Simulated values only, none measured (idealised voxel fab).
The document below concerns the process module designated voxel self aligned contacts.
Xsec cut, 200 nm wide, square cell size 5 nm.
For the purposes of this document, a cross-section shall be understood as a grid of square cells, specified as bands listed in top-to-bottom order, each band consisting of one or more rows of cells. Per band: top height and bottom height in nm, followed by the left-to-right materials and their widths in nm; "edge to edge" marks a single material spanning edge to edge, "air" marks empty space. Zero point of the height axis is 0; under it, received wafer = one material. Lowest band: continues down indefinitely, "0 -> down". Note: "30..40" means the width goes from the first number (top row of the band) to the second number (bottom row) in equal steps per row of cells. "all unchanged" (step): cross-section cells unchanged, all of them. Entry "Closed internal cavities" = empty spaces >= 8 cells with no open way to the top; each as width x height at distance, distance from left edge, all nm. Text after the settings on a step's line: the simulator's own remark on that step. Steps that use a mask can have "overlay nm" on their line. It says how far the mask sat to the right of where it was meant to be. Negative means to the left.
-- Here's what the planned process steps look like
1. RECEIVE (material Si)
2. OXIDIZE (depth nm 5)
3. DIRECTIONAL_DEP (material polySi; thk nm 30)
4. DIRECTIONAL_DEP (material SiN; thk nm 20)
5. MASKED_ETCH (tone cover; mask id GATE; width nm 30; pitch nm 65; etch materials SiN; depth nm 20; overlay nm 0)
6. MASKED_ETCH (tone cover; mask id GATE; width nm 20; pitch nm 65; etch materials polySi; depth nm 30; overlay nm 0)
7. CONFORMAL_DEP (material SiN; thk nm 10)
8. DIRECTIONAL_ETCH (etch materials SiN; depth nm 10)
9. FILL_DEP (material SiO2; thk nm 20)
10. CMP (height nm 60)
11. PATTERN (tone open; mask id CONTACT; material resist; width nm 45; thk nm 20; overlay nm 0)
12. DIRECTIONAL_ETCH (etch materials SiO2; depth nm 65)
13. STRIP (etch materials resist)
14. CONFORMAL_DEP (material TiN; thk nm 5)
15. FILL_DEP (material W; thk nm 10)
16. CMP (height nm 60)
17. CONFORMAL_DEP (material SiN; thk nm 5)
Heads up: all these wafers start the same, and what changes between them is the width nm in step 6. The value you see in the plan is just what the first wafer got.
-- Cut through the first of several wafers as received, post step 1
> 0 -> down: Si edge to edge
> Closed internal cavities: none
-- The rows of the table below are wafers. Looking at the end of the module, a row counts, for every material, the cells the wafer has gained, shown as (+), or lost, shown as (-), since it was received; its closed voids come next
width nm 20 | -40 Si | +168 SiN | +269 SiO2 | +33 TiN | +18 W | +72 polySi | Closed internal cavities: none
width nm 25 | -40 Si | +168 SiN | +269 SiO2 | +33 TiN | +18 W | +72 polySi | Closed internal cavities: none
width nm 30 | -40 Si | +168 SiN | +269 SiO2 | +33 TiN | +18 W | +72 polySi | Closed internal cavities: none
width nm 35 | -40 Si | +168 SiN | +264 SiO2 | +33 TiN | +11 W | +84 polySi | Closed internal cavities: none
width nm 40 | -40 Si | +168 SiN | +259 SiO2 | +26 TiN | +11 W | +96 polySi | Closed internal cavities: none
width nm 45 | -40 Si | +168 SiN | +254 SiO2 | +19 TiN | +11 W | +108 polySi | Closed internal cavities: none
